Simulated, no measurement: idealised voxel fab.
process module | voxel wiring stack
cross-section cut | 275 nm wide | cells 5 nm
A cross-section is a grid of square cells, given in bands from the top down. A band is one or more rows of cells.
Each band's line starts with the height of the band's top and of its bottom, in nm. Then come its materials from left to right, each with its width in nm. One material with "throughout" fills the band from edge to edge. "air" is empty space.
Height 0 is the level under which the wafer as received is all one material. The lowest band goes on downwards, as in "0 down".
A width such as "30 to 40" changes by the same amount from each row of cells to the next, from the band's top row to its bottom row.
"no change" after a step means that no cell of the cross-section changed.
closed voids: empty space of 8 cells or more with no open way to the top, each as width x height at its distance from the left edge, in nm
after a step's settings: what the simulator itself notes on the step
overlay nm, on a step with a mask: how far to the right of its planned place the mask lay; to the left if negative
Each pair below shows a cross-section before one step and the cross-section after it, down to the lowest band that changed. The line under each pair gives the step between them, with its settings. The pairs can come from different runs of this module on the same starting wafer, so a pair continues from the pair above only where its "before" says so.
before
  0 down: Si throughout
  closed voids: none
after
  15 to 0: SiO2 throughout
  below 0: unchanged
  closed voids: none
the step between: op CONFORMAL_DEP | material SiO2 | thk nm 15
before: the cross-section after the pair above
after
  20 to 15: TiN throughout
  below 15: unchanged
  closed voids: none
the step between: op DIRECTIONAL_DEP | material TiN | thk nm 5
before: the cross-section after the pair above
after
  45 to 20: W throughout
  below 20: unchanged
  closed voids: none
the step between: op DIRECTIONAL_DEP | material W | thk nm 25
before: the cross-section after the pair above
after
  55 to 45: aC throughout
  below 45: unchanged
  closed voids: none
the step between: op DIRECTIONAL_DEP | material aC | thk nm 10
before: the cross-section after the pair above
after
  85 to 55: air 40 | resist 25 | air 30 | resist 25 | air 30 | resist 25 | air 30 | resist 25 | air 45
  below 55: unchanged
  closed voids: none
the step between: op PATTERN | tone cover | mask id METAL_1 | material resist | width nm 25 | pitch nm 55 | thk nm 30 | overlay nm 0
before: the cross-section after the pair above
after
  75 to 55: air 40 | resist 25 | air 30 | resist 25 | air 30 | resist 25 | air 30 | resist 25 | air 45
  55 to 45: air 40 | aC 25 | air 30 | aC 25 | air 30 | aC 25 | air 30 | aC 25 | air 45
  below 45: unchanged
  closed voids: none
the step between: op DIRECTIONAL_ETCH | etch materials aC | depth nm 10
before: the cross-section after the pair above
after
  55 to 45: air 40 | aC 25 | air 30 | aC 25 | air 30 | aC 25 | air 30 | aC 25 | air 45
  below 45: unchanged
  closed voids: none
the step between: op STRIP | etch materials resist
before: the cross-section after the pair above
after
  55 to 45: air 40 | aC 25 | air 30 | aC 25 | air 30 | aC 25 | air 30 | aC 25 | air 45
  45 to 20: air 40 | W 25 | air 30 | W 25 | air 30 | W 25 | air 30 | W 25 | air 45
  below 20: unchanged
  closed voids: none
the step between: op DIRECTIONAL_ETCH | etch materials W | depth nm 25
before: the cross-section after the pair above
after
  55 to 45: air 40 | aC 25 | air 30 | aC 25 | air 30 | aC 25 | air 30 | aC 25 | air 45
  45 to 20: air 40 | W 25 | air 30 | W 25 | air 30 | W 25 | air 30 | W 25 | air 45
  20 to 15: air 40 | TiN 25 | air 30 | TiN 25 | air 30 | TiN 25 | air 30 | TiN 25 | air 45
  below 15: unchanged
  closed voids: none
the step between: op DIRECTIONAL_ETCH | etch materials TiN | depth nm 5
before: the cross-section after the pair above
after
  45 to 20: air 40 | W 25 | air 30 | W 25 | air 30 | W 25 | air 30 | W 25 | air 45
  below 20: unchanged
  closed voids: none
the step between: op STRIP | etch materials aC
before: the cross-section after the pair above
after
  50 to 45: SiO2 throughout
  45 to 20: SiO2 40 | W 25 | SiO2 30 | W 25 | SiO2 30 | W 25 | SiO2 30 | W 25 | SiO2 45
  20 to 15: SiO2 40 | TiN 25 | SiO2 30 | TiN 25 | SiO2 30 | TiN 25 | SiO2 30 | TiN 25 | SiO2 45
  below 15: unchanged
  closed voids: none
the step between: op FILL_DEP | material SiO2 | thk nm 5
before: the cross-section after the pair above
after
  45 to 20: SiO2 40 | W 25 | SiO2 30 | W 25 | SiO2 30 | W 25 | SiO2 30 | W 25 | SiO2 45
  below 20: unchanged
  closed voids: none
the step between: op CMP | height nm 45
before: the cross-section after the pair above
after
  50 to 45: SiCN throughout
  below 45: unchanged
  closed voids: none
the step between: op CONFORMAL_DEP | material SiCN | thk nm 5
before: the cross-section after the pair above
after
  65 to 50: SiO2 throughout
  below 50: unchanged
  closed voids: none
the step between: op DIRECTIONAL_DEP | material SiO2 | thk nm 15
before: the cross-section after the pair above
after
  80 to 65: aC throughout
  below 65: unchanged
  closed voids: none
the step between: op DIRECTIONAL_DEP | material aC | thk nm 15
before: the cross-section after the pair above
after
  115 to 80: resist 40 | air 15 | resist 95 | air 15 | resist 110
  below 80: unchanged
  closed voids: none
the step between: op PATTERN | tone open | mask id PLUG_1 | material resist | width nm 15 | pitch nm 110 | thk nm 35 | overlay nm 0
before: the cross-section after the pair above
after
  100 to 80: resist 40 | air 15 | resist 95 | air 15 | resist 110
  80 to 65: aC 40 | air 15 | aC 95 | air 15 | aC 110
  below 65: unchanged
  closed voids: none
the step between: op DIRECTIONAL_ETCH | etch materials aC | depth nm 15
before: the cross-section after the pair above
after
  80 to 65: aC 40 | air 15 | aC 95 | air 15 | aC 110
  below 65: unchanged
  closed voids: none
the step between: op STRIP | etch materials resist
before: the cross-section after the pair above
after
  80 to 65: aC 40 | air 15 | aC 95 | air 15 | aC 110
  65 to 50: SiO2 40 | air 15 | SiO2 95 | air 15 | SiO2 110
  below 50: unchanged
  closed voids: none
the step between: op DIRECTIONAL_ETCH | etch materials SiO2 | depth nm 15
before: the cross-section after the pair above
after
  80 to 65: aC 40 | air 15 | aC 95 | air 15 | aC 110
  65 to 50: SiO2 40 | air 15 | SiO2 95 | air 15 | SiO2 110
  50 to 45: SiCN 40 | air 15 | SiCN 95 | air 15 | SiCN 110
  below 45: unchanged
  closed voids: none
the step between: op DIRECTIONAL_ETCH | etch materials SiCN | depth nm 5
before: the cross-section after the pair above
after
  65 to 50: SiO2 40 | air 15 | SiO2 95 | air 15 | SiO2 110
  below 50: unchanged
  closed voids: none
the step between: op STRIP | etch materials aC
before: the cross-section after the pair above
after
  70 to 65: TiN 45 | air 5 | TiN 105 | air 5 | TiN 115
  65 to 50: SiO2 40 | TiN 5 | air 5 | TiN 5 | SiO2 95 | TiN 5 | air 5 | TiN 5 | SiO2 110
  50 to 45: SiCN 40 | TiN 15 | SiCN 95 | TiN 15 | SiCN 110
  below 45: unchanged
  closed voids: none
the step between: op CONFORMAL_DEP | material TiN | thk nm 5
before: the cross-section after the pair above
after
  80 to 70: Cu throughout
  70 to 65: TiN 45 | Cu 5 | TiN 105 | Cu 5 | TiN 115
  65 to 50: SiO2 40 | TiN 5 | Cu 5 | TiN 5 | SiO2 95 | TiN 5 | Cu 5 | TiN 5 | SiO2 110
  below 50: unchanged
  closed voids: none
the step between: op FILL_DEP | material Cu | thk nm 10
before: the cross-section after the pair above
after
  65 to 50: SiO2 40 | TiN 5 | Cu 5 | TiN 5 | SiO2 95 | TiN 5 | Cu 5 | TiN 5 | SiO2 110
  below 50: unchanged
  closed voids: none
the step between: op CMP | height nm 65
before: the cross-section after the pair above
after
  70 to 65: TiN throughout
  below 65: unchanged
  closed voids: none
the step between: op DIRECTIONAL_DEP | material TiN | thk nm 5
before: the cross-section after the pair above
after
  85 to 70: W throughout
  below 70: unchanged
  closed voids: none
the step between: op DIRECTIONAL_DEP | material W | thk nm 15
before: the cross-section after the pair above
after
  105 to 85: air 40 | resist 25 | air 30 | resist 25 | air 30 | resist 25 | air 30 | resist 25 | air 45
  below 85: unchanged
  closed voids: none
the step between: op PATTERN | tone cover | mask id METAL_2 | material resist | width nm 25 | pitch nm 55 | thk nm 20 | overlay nm 0
before: the cross-section after the pair above
after
  105 to 85: air 40 | resist 25 | air 30 | resist 25 | air 30 | resist 25 | air 30 | resist 25 | air 45
  85 to 70: air 40 | W 25 | air 30 | W 25 | air 30 | W 25 | air 30 | W 25 | air 45
  below 70: unchanged
  closed voids: none
the step between: op DIRECTIONAL_ETCH | etch materials W | depth nm 15
before: the cross-section after the pair above
after
  105 to 85: air 40 | resist 25 | air 30 | resist 25 | air 30 | resist 25 | air 30 | resist 25 | air 45
  85 to 70: air 40 | W 25 | air 30 | W 25 | air 30 | W 25 | air 30 | W 25 | air 45
  70 to 65: air 40 | TiN 25 | air 30 | TiN 25 | air 30 | TiN 25 | air 30 | TiN 25 | air 45
  below 65: unchanged
  closed voids: none
the step between: op DIRECTIONAL_ETCH | etch materials TiN | depth nm 5
before: the cross-section after the pair above
after
  85 to 70: air 40 | W 25 | air 30 | W 25 | air 30 | W 25 | air 30 | W 25 | air 45
  below 70: unchanged
  closed voids: none
the step between: op STRIP | etch materials resist
before: the cross-section after the pair above
after
  90 to 85: air 35 | SiCN 35 | air 20 | SiCN 35 | air 20 | SiCN 35 | air 20 | SiCN 35 | air 40
  85 to 70: air 35 | SiCN 5 | W 25 | SiCN 5 | air 20 | SiCN 5 | W 25 | SiCN 5 | air 20 | SiCN 5 | W 25 | SiCN 5 | air 20 | SiCN 5 | W 25 | SiCN 5 | air 40
  70 to 65: SiCN 40 | TiN 25 | SiCN 30 | TiN 25 | SiCN 30 | TiN 25 | SiCN 30 | TiN 25 | SiCN 45
  below 65: unchanged
  closed voids: none
the step between: op CONFORMAL_DEP | material SiCN | thk nm 5
before: the cross-section after the pair above
after
  100 to 90: SiO2 throughout
  90 to 85: SiO2 35 | SiCN 35 | SiO2 20 | SiCN 35 | SiO2 20 | SiCN 35 | SiO2 20 | SiCN 35 | SiO2 40
  85 to 70: SiO2 35 | SiCN 5 | W 25 | SiCN 5 | SiO2 20 | SiCN 5 | W 25 | SiCN 5 | SiO2 20 | SiCN 5 | W 25 | SiCN 5 | SiO2 20 | SiCN 5 | W 25 | SiCN 5 | SiO2 40
  below 70: unchanged
  closed voids: none
the step between: op FILL_DEP | material SiO2 | thk nm 10
before: the cross-section after the pair above
after
  85 to 70: SiO2 35 | SiCN 5 | W 25 | SiCN 5 | SiO2 20 | SiCN 5 | W 25 | SiCN 5 | SiO2 20 | SiCN 5 | W 25 | SiCN 5 | SiO2 20 | SiCN 5 | W 25 | SiCN 5 | SiO2 40
  below 70: unchanged
  closed voids: none
the step between: op CMP | height nm 85
before: the cross-section after the pair above
after
  90 to 85: SiCN throughout
  below 85: unchanged
  closed voids: none
the step between: op CONFORMAL_DEP | material SiCN | thk nm 5
before: the cross-section after the pair above
after
  115 to 90: SiO2 throughout
  below 90: unchanged
  closed voids: none
the step between: op DIRECTIONAL_DEP | material SiO2 | thk nm 25
before: the cross-section after the pair above
after
  135 to 115: resist 40 | air 25 | resist 30 | air 25 | resist 30 | air 25 | resist 30 | air 25 | resist 45
  below 115: unchanged
  closed voids: none
the step between: op PATTERN | tone open | mask id METAL_3 | material resist | width nm 25 | pitch nm 55 | thk nm 20 | overlay nm 0
before: the cross-section after the pair above
after
  135 to 115: resist 40 | air 25 | resist 30 | air 25 | resist 30 | air 25 | resist 30 | air 25 | resist 45
  115 to 100: SiO2 40 | air 25 | SiO2 30 | air 25 | SiO2 30 | air 25 | SiO2 30 | air 25 | SiO2 45
  below 100: unchanged
  closed voids: none
the step between: op DIRECTIONAL_ETCH | etch materials SiO2 | depth nm 15
before: the cross-section after the pair above
after
  115 to 100: SiO2 40 | air 25 | SiO2 30 | air 25 | SiO2 30 | air 25 | SiO2 30 | air 25 | SiO2 45
  below 100: unchanged
  closed voids: none
the step between: op STRIP | etch materials resist
before: the cross-section after the pair above
after
  135 to 115: resist 40 | air 15 | resist 40 | air 15 | resist 40 | air 15 | resist 40 | air 15 | resist 55
  115 to 100: SiO2 40 | air 15 | resist 10 | SiO2 30 | air 15 | resist 10 | SiO2 30 | air 15 | resist 10 | SiO2 30 | air 15 | resist 10 | SiO2 45
  below 100: unchanged
  closed voids: none
the step between: op PATTERN | tone open | mask id METAL_3_HOLES | material resist | width nm 15 | pitch nm 55 | thk nm 20 | overlay nm 0
before: the cross-section after the pair above
after
  135 to 115: resist 40 | air 15 | resist 40 | air 15 | resist 40 | air 15 | resist 40 | air 15 | resist 55
  115 to 100: SiO2 40 | air 15 | resist 10 | SiO2 30 | air 15 | resist 10 | SiO2 30 | air 15 | resist 10 | SiO2 30 | air 15 | resist 10 | SiO2 45
  100 to 90: SiO2 40 | air 15 | SiO2 40 | air 15 | SiO2 40 | air 15 | SiO2 40 | air 15 | SiO2 55
  below 90: unchanged
  closed voids: none
the step between: op DIRECTIONAL_ETCH | etch materials SiO2 | depth nm 10
before: the cross-section after the pair above
after
  135 to 115: resist 40 | air 15 | resist 40 | air 15 | resist 40 | air 15 | resist 40 | air 15 | resist 55
  115 to 100: SiO2 40 | air 15 | resist 10 | SiO2 30 | air 15 | resist 10 | SiO2 30 | air 15 | resist 10 | SiO2 30 | air 15 | resist 10 | SiO2 45
  100 to 90: SiO2 40 | air 15 | SiO2 40 | air 15 | SiO2 40 | air 15 | SiO2 40 | air 15 | SiO2 55
  90 to 85: SiCN 40 | air 15 | SiCN 40 | air 15 | SiCN 40 | air 15 | SiCN 40 | air 15 | SiCN 55
  below 85: unchanged
  closed voids: none
the step between: op DIRECTIONAL_ETCH | etch materials SiCN | depth nm 5
before: the cross-section after the pair above
after
  115 to 100: SiO2 40 | air 25 | SiO2 30 | air 25 | SiO2 30 | air 25 | SiO2 30 | air 25 | SiO2 45
  below 100: unchanged
  closed voids: none
the step between: op STRIP | etch materials resist
before: the cross-section after the pair above
after
  120 to 115: TiN 45 | air 15 | TiN 40 | air 15 | TiN 40 | air 15 | TiN 40 | air 15 | TiN 50
  115 to 105: SiO2 40 | TiN 5 | air 15 | TiN 5 | SiO2 30 | TiN 5 | air 15 | TiN 5 | SiO2 30 | TiN 5 | air 15 | TiN 5 | SiO2 30 | TiN 5 | air 15 | TiN 5 | SiO2 45
  105 to 100: SiO2 40 | TiN 5 | air 5 | TiN 15 | SiO2 30 | TiN 5 | air 5 | TiN 15 | SiO2 30 | TiN 5 | air 5 | TiN 15 | SiO2 30 | TiN 5 | air 5 | TiN 15 | SiO2 45
  100 to 90: SiO2 40 | TiN 5 | air 5 | TiN 5 | SiO2 40 | TiN 5 | air 5 | TiN 5 | SiO2 40 | TiN 5 | air 5 | TiN 5 | SiO2 40 | TiN 5 | air 5 | TiN 5 | SiO2 55
  90 to 85: SiCN 40 | TiN 15 | SiCN 40 | TiN 15 | SiCN 40 | TiN 15 | SiCN 40 | TiN 15 | SiCN 55
  below 85: unchanged
  closed voids: none
the step between: op CONFORMAL_DEP | material TiN | thk nm 5
before: the cross-section after the pair above
after
  125 to 120: Ru throughout
  120 to 115: TiN 45 | Ru 15 | TiN 40 | Ru 15 | TiN 40 | Ru 15 | TiN 40 | Ru 15 | TiN 50
  115 to 105: SiO2 40 | TiN 5 | Ru 15 | TiN 5 | SiO2 30 | TiN 5 | Ru 15 | TiN 5 | SiO2 30 | TiN 5 | Ru 15 | TiN 5 | SiO2 30 | TiN 5 | Ru 15 | TiN 5 | SiO2 45
  105 to 100: SiO2 40 | TiN 5 | Ru 5 | TiN 15 | SiO2 30 | TiN 5 | Ru 5 | TiN 15 | SiO2 30 | TiN 5 | Ru 5 | TiN 15 | SiO2 30 | TiN 5 | Ru 5 | TiN 15 | SiO2 45
  100 to 90: SiO2 40 | TiN 5 | Ru 5 | TiN 5 | SiO2 40 | TiN 5 | Ru 5 | TiN 5 | SiO2 40 | TiN 5 | Ru 5 | TiN 5 | SiO2 40 | TiN 5 | Ru 5 | TiN 5 | SiO2 55
  below 90: unchanged
  closed voids: none
the step between: op FILL_DEP | material Ru | thk nm 5
before: the cross-section after the pair above
after
  115 to 105: SiO2 40 | TiN 5 | Ru 15 | TiN 5 | SiO2 30 | TiN 5 | Ru 15 | TiN 5 | SiO2 30 | TiN 5 | Ru 15 | TiN 5 | SiO2 30 | TiN 5 | Ru 15 | TiN 5 | SiO2 45
  below 105: unchanged
  closed voids: none
the step between: op CMP | height nm 115
before: the cross-section after the pair above
after
  120 to 115: SiCN throughout
  below 115: unchanged
  closed voids: none
the step between: op CONFORMAL_DEP | material SiCN | thk nm 5
before: the cross-section after the pair above
after
  150 to 120: lowk throughout
  below 120: unchanged
  closed voids: none
the step between: op DIRECTIONAL_DEP | material lowk | thk nm 30
before: the cross-section after the pair above
after
  165 to 150: aC throughout
  below 150: unchanged
  closed voids: none
the step between: op DIRECTIONAL_DEP | material aC | thk nm 15
before: the cross-section after the pair above
after
  200 to 165: resist 40 | air 25 | resist 30 | air 25 | resist 30 | air 25 | resist 30 | air 25 | resist 45
  below 165: unchanged
  closed voids: none
the step between: op PATTERN | tone open | mask id METAL_4 | material resist | width nm 25 | pitch nm 55 | thk nm 35 | overlay nm 0
before: the cross-section after the pair above
after
  185 to 165: resist 40 | air 25 | resist 30 | air 25 | resist 30 | air 25 | resist 30 | air 25 | resist 45
  165 to 150: aC 40 | air 25 | aC 30 | air 25 | aC 30 | air 25 | aC 30 | air 25 | aC 45
  below 150: unchanged
  closed voids: none
the step between: op DIRECTIONAL_ETCH | etch materials aC | depth nm 15
before: the cross-section after the pair above
after
  165 to 150: aC 40 | air 25 | aC 30 | air 25 | aC 30 | air 25 | aC 30 | air 25 | aC 45
  below 150: unchanged
  closed voids: none
the step between: op STRIP | etch materials resist
before: the cross-section after the pair above
after
  165 to 150: aC 40 | air 25 | aC 30 | air 25 | aC 30 | air 25 | aC 30 | air 25 | aC 45
  150 to 135: lowk 40 | air 25 | lowk 30 | air 25 | lowk 30 | air 25 | lowk 30 | air 25 | lowk 45
  below 135: unchanged
  closed voids: none
the step between: op DIRECTIONAL_ETCH | etch materials lowk | depth nm 15
before: the cross-section after the pair above
after
  150 to 135: lowk 40 | air 25 | lowk 30 | air 25 | lowk 30 | air 25 | lowk 30 | air 25 | lowk 45
  below 135: unchanged
  closed voids: none
the step between: op STRIP | etch materials aC
before: the cross-section after the pair above
after
  160 to 150: aC 40 | air 25 | aC 30 | air 25 | aC 30 | air 25 | aC 30 | air 25 | aC 45
  150 to 145: lowk 40 | air 25 | lowk 30 | air 25 | lowk 30 | air 25 | lowk 30 | air 25 | lowk 45
  145 to 135: lowk 40 | aC 25 | lowk 30 | aC 25 | lowk 30 | aC 25 | lowk 30 | aC 25 | lowk 45
  below 135: unchanged
  closed voids: none
the step between: op DIRECTIONAL_DEP | material aC | thk nm 10
before: the cross-section after the pair above
after
  185 to 160: resist 40 | air 15 | resist 40 | air 15 | resist 40 | air 15 | resist 40 | air 15 | resist 55
  160 to 150: aC 40 | air 15 | resist 10 | aC 30 | air 15 | resist 10 | aC 30 | air 15 | resist 10 | aC 30 | air 15 | resist 10 | aC 45
  150 to 145: lowk 40 | air 15 | resist 10 | lowk 30 | air 15 | resist 10 | lowk 30 | air 15 | resist 10 | lowk 30 | air 15 | resist 10 | lowk 45
  below 145: unchanged
  closed voids: none
the step between: op PATTERN | tone open | mask id METAL_4_HOLES | material resist | width nm 15 | pitch nm 55 | thk nm 25 | overlay nm 0
before: the cross-section after the pair above
after
  175 to 160: resist 40 | air 15 | resist 40 | air 15 | resist 40 | air 15 | resist 40 | air 15 | resist 55
  160 to 150: aC 40 | air 15 | resist 10 | aC 30 | air 15 | resist 10 | aC 30 | air 15 | resist 10 | aC 30 | air 15 | resist 10 | aC 45
  150 to 145: lowk 40 | air 15 | resist 10 | lowk 30 | air 15 | resist 10 | lowk 30 | air 15 | resist 10 | lowk 30 | air 15 | resist 10 | lowk 45
  145 to 135: lowk 40 | air 15 | aC 10 | lowk 30 | air 15 | aC 10 | lowk 30 | air 15 | aC 10 | lowk 30 | air 15 | aC 10 | lowk 45
  below 135: unchanged
  closed voids: none
the step between: op DIRECTIONAL_ETCH | etch materials aC | depth nm 10
before: the cross-section after the pair above
after
  160 to 150: aC 40 | air 25 | aC 30 | air 25 | aC 30 | air 25 | aC 30 | air 25 | aC 45
  150 to 145: lowk 40 | air 25 | lowk 30 | air 25 | lowk 30 | air 25 | lowk 30 | air 25 | lowk 45
  below 145: unchanged
  closed voids: none
the step between: op STRIP | etch materials resist
before: the cross-section after the pair above
after
  160 to 150: aC 40 | air 25 | aC 30 | air 25 | aC 30 | air 25 | aC 30 | air 25 | aC 45
  150 to 145: lowk 40 | air 25 | lowk 30 | air 25 | lowk 30 | air 25 | lowk 30 | air 25 | lowk 45
  145 to 135: lowk 40 | air 15 | aC 10 | lowk 30 | air 15 | aC 10 | lowk 30 | air 15 | aC 10 | lowk 30 | air 15 | aC 10 | lowk 45
  135 to 120: lowk 40 | air 15 | lowk 40 | air 15 | lowk 40 | air 15 | lowk 40 | air 15 | lowk 55
  below 120: unchanged
  closed voids: none
the step between: op DIRECTIONAL_ETCH | etch materials lowk | depth nm 15
before: the cross-section after the pair above
after
  160 to 150: aC 40 | air 25 | aC 30 | air 25 | aC 30 | air 25 | aC 30 | air 25 | aC 45
  150 to 145: lowk 40 | air 25 | lowk 30 | air 25 | lowk 30 | air 25 | lowk 30 | air 25 | lowk 45
  145 to 135: lowk 40 | air 15 | aC 10 | lowk 30 | air 15 | aC 10 | lowk 30 | air 15 | aC 10 | lowk 30 | air 15 | aC 10 | lowk 45
  135 to 120: lowk 40 | air 15 | lowk 40 | air 15 | lowk 40 | air 15 | lowk 40 | air 15 | lowk 55
  120 to 115: SiCN 40 | air 15 | SiCN 40 | air 15 | SiCN 40 | air 15 | SiCN 40 | air 15 | SiCN 55
  below 115: unchanged
  closed voids: none
the step between: op DIRECTIONAL_ETCH | etch materials SiCN | depth nm 5
before: the cross-section after the pair above
after
  150 to 135: lowk 40 | air 25 | lowk 30 | air 25 | lowk 30 | air 25 | lowk 30 | air 25 | lowk 45
  below 135: unchanged
  closed voids: none
the step between: op STRIP | etch materials aC
before: the cross-section after the pair above
after
  155 to 150: TiN 45 | air 15 | TiN 40 | air 15 | TiN 40 | air 15 | TiN 40 | air 15 | TiN 50
  150 to 140: lowk 40 | TiN 5 | air 15 | TiN 5 | lowk 30 | TiN 5 | air 15 | TiN 5 | lowk 30 | TiN 5 | air 15 | TiN 5 | lowk 30 | TiN 5 | air 15 | TiN 5 | lowk 45
  140 to 135: lowk 40 | TiN 5 | air 5 | TiN 15 | lowk 30 | TiN 5 | air 5 | TiN 15 | lowk 30 | TiN 5 | air 5 | TiN 15 | lowk 30 | TiN 5 | air 5 | TiN 15 | lowk 45
  135 to 120: lowk 40 | TiN 5 | air 5 | TiN 5 | lowk 40 | TiN 5 | air 5 | TiN 5 | lowk 40 | TiN 5 | air 5 | TiN 5 | lowk 40 | TiN 5 | air 5 | TiN 5 | lowk 55
  120 to 115: SiCN 40 | TiN 15 | SiCN 40 | TiN 15 | SiCN 40 | TiN 15 | SiCN 40 | TiN 15 | SiCN 55
  below 115: unchanged
  closed voids: none
the step between: op CONFORMAL_DEP | material TiN | thk nm 5
before: the cross-section after the pair above
after
  165 to 155: Cu throughout
  155 to 150: TiN 45 | Cu 15 | TiN 40 | Cu 15 | TiN 40 | Cu 15 | TiN 40 | Cu 15 | TiN 50
  150 to 140: lowk 40 | TiN 5 | Cu 15 | TiN 5 | lowk 30 | TiN 5 | Cu 15 | TiN 5 | lowk 30 | TiN 5 | Cu 15 | TiN 5 | lowk 30 | TiN 5 | Cu 15 | TiN 5 | lowk 45
  140 to 135: lowk 40 | TiN 5 | Cu 5 | TiN 15 | lowk 30 | TiN 5 | Cu 5 | TiN 15 | lowk 30 | TiN 5 | Cu 5 | TiN 15 | lowk 30 | TiN 5 | Cu 5 | TiN 15 | lowk 45
  135 to 120: lowk 40 | TiN 5 | Cu 5 | TiN 5 | lowk 40 | TiN 5 | Cu 5 | TiN 5 | lowk 40 | TiN 5 | Cu 5 | TiN 5 | lowk 40 | TiN 5 | Cu 5 | TiN 5 | lowk 55
  below 120: unchanged
  closed voids: none
the step between: op FILL_DEP | material Cu | thk nm 10
before: the cross-section after the pair above
after
  150 to 140: lowk 40 | TiN 5 | Cu 15 | TiN 5 | lowk 30 | TiN 5 | Cu 15 | TiN 5 | lowk 30 | TiN 5 | Cu 15 | TiN 5 | lowk 30 | TiN 5 | Cu 15 | TiN 5 | lowk 45
  below 140: unchanged
  closed voids: none
the step between: op CMP | height nm 150
before: the cross-section after the pair above
after
  155 to 150: SiN throughout
  below 150: unchanged
  closed voids: none
the step between: op CONFORMAL_DEP | material SiN | thk nm 5
before
  15 to 0: SiO2 throughout
  0 down: Si throughout
  closed voids: none
after
  40 to 15: W throughout
  below 15: unchanged
  closed voids: none
the step between: op DIRECTIONAL_DEP | material W | thk nm 25
before: the cross-section after the pair above
after
  50 to 40: aC throughout
  below 40: unchanged
  closed voids: none
the step between: op DIRECTIONAL_DEP | material aC | thk nm 10
before: the cross-section after the pair above
after
  80 to 50: air 40 | resist 25 | air 30 | resist 25 | air 30 | resist 25 | air 30 | resist 25 | air 45
  below 50: unchanged
  closed voids: none
the step between: op PATTERN | tone cover | mask id METAL_1 | material resist | width nm 25 | pitch nm 55 | thk nm 30 | overlay nm 0
before: the cross-section after the pair above
after
  70 to 50: air 40 | resist 25 | air 30 | resist 25 | air 30 | resist 25 | air 30 | resist 25 | air 45
  50 to 40: air 40 | aC 25 | air 30 | aC 25 | air 30 | aC 25 | air 30 | aC 25 | air 45
  below 40: unchanged
  closed voids: none
the step between: op DIRECTIONAL_ETCH | etch materials aC | depth nm 10
before: the cross-section after the pair above
after
  50 to 40: air 40 | aC 25 | air 30 | aC 25 | air 30 | aC 25 | air 30 | aC 25 | air 45
  below 40: unchanged
  closed voids: none
the step between: op STRIP | etch materials resist
before: the cross-section after the pair above
after
  50 to 40: air 40 | aC 25 | air 30 | aC 25 | air 30 | aC 25 | air 30 | aC 25 | air 45
  40 to 15: air 40 | W 25 | air 30 | W 25 | air 30 | W 25 | air 30 | W 25 | air 45
  below 15: unchanged
  closed voids: none
the step between: op DIRECTIONAL_ETCH | etch materials W | depth nm 25
before: the cross-section after the pair above
after
  40 to 15: air 40 | W 25 | air 30 | W 25 | air 30 | W 25 | air 30 | W 25 | air 45
  below 15: unchanged
  closed voids: none
the step between: op STRIP | etch materials aC
before: the cross-section after the pair above
after
  45 to 40: SiO2 throughout
  40 to 15: SiO2 40 | W 25 | SiO2 30 | W 25 | SiO2 30 | W 25 | SiO2 30 | W 25 | SiO2 45
  below 15: unchanged
  closed voids: none
the step between: op FILL_DEP | material SiO2 | thk nm 5
before: the cross-section after the pair above
after
  50 to 45: SiCN throughout
  below 45: unchanged
  closed voids: none
the step between: op CONFORMAL_DEP | material SiCN | thk nm 5
before: the cross-section after the pair above
after
  65 to 50: SiO2 throughout
  below 50: unchanged
  closed voids: none
the step between: op DIRECTIONAL_DEP | material SiO2 | thk nm 15
before: the cross-section after the pair above
after
  80 to 65: aC throughout
  below 65: unchanged
  closed voids: none
the step between: op DIRECTIONAL_DEP | material aC | thk nm 15
before: the cross-section after the pair above
after
  115 to 80: resist 40 | air 15 | resist 95 | air 15 | resist 110
  below 80: unchanged
  closed voids: none
the step between: op PATTERN | tone open | mask id PLUG_1 | material resist | width nm 15 | pitch nm 110 | thk nm 35 | overlay nm 0
before: the cross-section after the pair above
after
  100 to 80: resist 40 | air 15 | resist 95 | air 15 | resist 110
  80 to 65: aC 40 | air 15 | aC 95 | air 15 | aC 110
  below 65: unchanged
  closed voids: none
the step between: op DIRECTIONAL_ETCH | etch materials aC | depth nm 15
before: the cross-section after the pair above
after
  80 to 65: aC 40 | air 15 | aC 95 | air 15 | aC 110
  below 65: unchanged
  closed voids: none
the step between: op STRIP | etch materials resist
before: the cross-section after the pair above
after
  80 to 65: aC 40 | air 15 | aC 95 | air 15 | aC 110
  65 to 50: SiO2 40 | air 15 | SiO2 95 | air 15 | SiO2 110
  below 50: unchanged
  closed voids: none
the step between: op DIRECTIONAL_ETCH | etch materials SiO2 | depth nm 15
before: the cross-section after the pair above
after
  80 to 65: aC 40 | air 15 | aC 95 | air 15 | aC 110
  65 to 50: SiO2 40 | air 15 | SiO2 95 | air 15 | SiO2 110
  50 to 45: SiCN 40 | air 15 | SiCN 95 | air 15 | SiCN 110
  below 45: unchanged
  closed voids: none
the step between: op DIRECTIONAL_ETCH | etch materials SiCN | depth nm 5
before: the cross-section after the pair above
after
  65 to 50: SiO2 40 | air 15 | SiO2 95 | air 15 | SiO2 110
  below 50: unchanged
  closed voids: none
the step between: op STRIP | etch materials aC
before: the cross-section after the pair above
after
  70 to 65: TiN 45 | air 5 | TiN 105 | air 5 | TiN 115
  65 to 50: SiO2 40 | TiN 5 | air 5 | TiN 5 | SiO2 95 | TiN 5 | air 5 | TiN 5 | SiO2 110
  50 to 45: SiCN 40 | TiN 15 | SiCN 95 | TiN 15 | SiCN 110
  below 45: unchanged
  closed voids: none
the step between: op CONFORMAL_DEP | material TiN | thk nm 5
before: the cross-section after the pair above
after
  80 to 70: Cu throughout
  70 to 65: TiN 45 | Cu 5 | TiN 105 | Cu 5 | TiN 115
  65 to 50: SiO2 40 | TiN 5 | Cu 5 | TiN 5 | SiO2 95 | TiN 5 | Cu 5 | TiN 5 | SiO2 110
  below 50: unchanged
  closed voids: none
the step between: op FILL_DEP | material Cu | thk nm 10
before: the cross-section after the pair above
after
  65 to 50: SiO2 40 | TiN 5 | Cu 5 | TiN 5 | SiO2 95 | TiN 5 | Cu 5 | TiN 5 | SiO2 110
  below 50: unchanged
  closed voids: none
the step between: op CMP | height nm 65
before: the cross-section after the pair above
after
  70 to 65: TiN throughout
  below 65: unchanged
  closed voids: none
the step between: op DIRECTIONAL_DEP | material TiN | thk nm 5
before: the cross-section after the pair above
after
  85 to 70: W throughout
  below 70: unchanged
  closed voids: none
the step between: op DIRECTIONAL_DEP | material W | thk nm 15
before: the cross-section after the pair above
after
  105 to 85: air 40 | resist 25 | air 30 | resist 25 | air 30 | resist 25 | air 30 | resist 25 | air 45
  below 85: unchanged
  closed voids: none
the step between: op PATTERN | tone cover | mask id METAL_2 | material resist | width nm 25 | pitch nm 55 | thk nm 20 | overlay nm 0
before: the cross-section after the pair above
after
  105 to 85: air 40 | resist 25 | air 30 | resist 25 | air 30 | resist 25 | air 30 | resist 25 | air 45
  85 to 70: air 40 | W 25 | air 30 | W 25 | air 30 | W 25 | air 30 | W 25 | air 45
  below 70: unchanged
  closed voids: none
the step between: op DIRECTIONAL_ETCH | etch materials W | depth nm 15
